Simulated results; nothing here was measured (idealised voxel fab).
This section sets out a process module, namely voxel plated lines.
Square cells of 5 nm make up the cross-section cut, whose width is 210 nm.
Format of a cross-section: grid, square cells. Given as bands. Order: top down. Band: one or more rows of cells. First you get the band's top height and its bottom height, in nm, and then the materials it's made of, left to right, with each width in nm. If you see a single material with "full width", that one covers the band edge to edge. "blank" is empty space. Heights are expressed relative to 0, this being the level below which the as-received wafer comprises one material exclusively. The lowest band is unbounded in the downward direction and is denoted as in "0 nm and below". A width such as "30..40" changes by the same amount from each row of cells to the next, from the band's top row to its bottom row. Reading "nothing altered" for a step: not a cell of the cross-section changed in it. "Sealed void listing": empty spaces of 8 cells or more with no open way to the top, each given as width x height at distance, distance from the left edge, all in nm. Note: text after step settings on the step line = simulator remark on that step. When a step includes a mask, the "overlay nm" setting on its line states how far to the right of its planned place that mask lay, and negative values state how far to the left.
List of planned process steps:
- 1: RECEIVE | material Si
- 2: CONFORMAL_DEP | material Al2O3 | thk nm 10
- 3: DIRECTIONAL_DEP | material TiN | thk nm 5
- 4: PATTERN | tone open | mask id LINES | material resist | width nm 25 | pitch nm 40 | thk nm 40 | overlay nm 0
- 5: EPI | material Ru | thk nm 10
- 6: EPI | material Ru | thk nm 10
- 7: EPI | material Ru | thk nm 10
- 8: STRIP | etch materials resist
- 9: DIRECTIONAL_ETCH | etch materials TiN | depth nm 5
- 10: CONFORMAL_DEP | material SiN | thk nm 10
First of the two wafers, run per plan:
Cross-section: wafer on arrival = after step 1:
- 0 nm and below = Si full width
- Sealed void listing: none
Cross-section: wafer state after step 2:
- 10 nm to 0 nm = Al2O3 full width
- Below a height of 0, the structure has not been altered.
Cross-section: wafer state after step 3:
- 15 nm to 10 nm = TiN full width
- Below a height of 10, the structure has not been altered.
Cross-section: wafer state after step 4:
- 55 nm to 15 nm = resist (70); blank (25); resist (15); blank (25); resist (75)
- Below a height of 15, the structure has not been altered.
Cross-section: wafer state after step 5:
- 55 nm to 25 nm = resist (70); blank (25); resist (15); blank (25); resist (75)
- 25 nm to 15 nm = resist (70); Ru (25); resist (15); Ru (25); resist (75)
- Below a height of 15, the structure has not been altered.
Cross-section: wafer state after step 6:
- 55 nm to 35 nm = resist (70); blank (25); resist (15); blank (25); resist (75)
- 35 nm to 15 nm = resist (70); Ru (25); resist (15); Ru (25); resist (75)
- Below a height of 15, the structure has not been altered.
Cross-section: wafer state after step 7:
- 55 nm to 45 nm = resist (70); blank (25); resist (15); blank (25); resist (75)
- 45 nm to 15 nm = resist (70); Ru (25); resist (15); Ru (25); resist (75)
- Below a height of 15, the structure has not been altered.
Cross-section: wafer state after step 8:
- 45 nm to 15 nm = blank (70); Ru (25); blank (15); Ru (25); blank (75)
- Below a height of 15, the structure has not been altered.
Cross-section: wafer state after step 9:
- 45 nm to 15 nm = blank (70); Ru (25); blank (15); Ru (25); blank (75)
- 15 nm to 10 nm = blank (70); TiN (25); blank (15); TiN (25); blank (75)
- Below a height of 10, the structure has not been altered.
Cross-section: wafer state after step 10:
- 55 nm to 45 nm = blank (60); SiN (85); blank (65)
- 45 nm to 20 nm = blank (60); SiN (10); Ru (25); SiN (15); Ru (25); SiN (10); blank (65)
- 20 nm to 15 nm = SiN (70); Ru (25); SiN (15); Ru (25); SiN (75)
- 15 nm to 10 nm = SiN (70); TiN (25); SiN (15); TiN (25); SiN (75)
- Below a height of 10, the structure has not been altered.
The remaining wafer, second of the two, started like the first and was run to the same plan, except that one mistake was made along the way; the two coincide through step 3, inclusive:
Cross-section of the second wafer when, according to plan, step 4 should have finished:
- 55 nm to 15 nm = blank (70); resist (25); blank (15); resist (25); blank (75)
- Below a height of 15, the structure has not been altered.
Cross-section of the second wafer when, according to plan, step 5 should have finished:
- 55 nm to 25 nm = blank (70); resist (25); blank (15); resist (25); blank (75)
- 25 nm to 15 nm = Ru (70); resist (25); Ru (15); resist (25); Ru (75)
- Below a height of 15, the structure has not been altered.
Cross-section of the second wafer when, according to plan, step 6 should have finished:
- 55 nm to 35 nm = blank (70); resist (25); blank (15); resist (25); blank (75)
- 35 nm to 15 nm = Ru (70); resist (25); Ru (15); resist (25); Ru (75)
- Below a height of 15, the structure has not been altered.
Cross-section of the second wafer when, according to plan, step 7 should have finished:
- 55 nm to 45 nm = blank (70); resist (25); blank (15); resist (25); blank (75)
- 45 nm to 15 nm = Ru (70); resist (25); Ru (15); resist (25); Ru (75)
- Below a height of 15, the structure has not been altered.
Cross-section of the second wafer when, according to plan, step 8 should have finished:
- 45 nm to 15 nm = Ru (70); blank (25); Ru (15); blank (25); Ru (75)
- Below a height of 15, the structure has not been altered.
Cross-section of the second wafer when, according to plan, step 9 should have finished:
- 45 nm to 15 nm = Ru (70); blank (25); Ru (15); blank (25); Ru (75)
- 15 nm to 10 nm = TiN (70); blank (25); TiN (15); blank (25); TiN (75)
- Below a height of 10, the structure has not been altered.
Cross-section of the second wafer when, according to plan, step 10 should have finished:
- 55 nm to 45 nm = SiN (80); blank (5); SiN (35); blank (5); SiN (85)
- 45 nm to 20 nm = Ru (70); SiN (10); blank (5); SiN (10); Ru (15); SiN (10); blank (5); SiN (10); Ru (75)
- 20 nm to 15 nm = Ru (70); SiN (25); Ru (15); SiN (25); Ru (75)
- 15 nm to 10 nm = TiN (70); SiN (25); TiN (15); SiN (25); TiN (75)
- Below a height of 10, the structure has not been altered.
Finding, execution versus plan: contrary to plan, step 4 was performed as PATTERN | tone cover | mask id LINES | material resist | width nm 25 | pitch nm 40 | thk nm 40 | overlay nm 0
Final cells, second wafer relative to first, materials higher or lower: +132 Ru, +7 SiN, +22 TiN
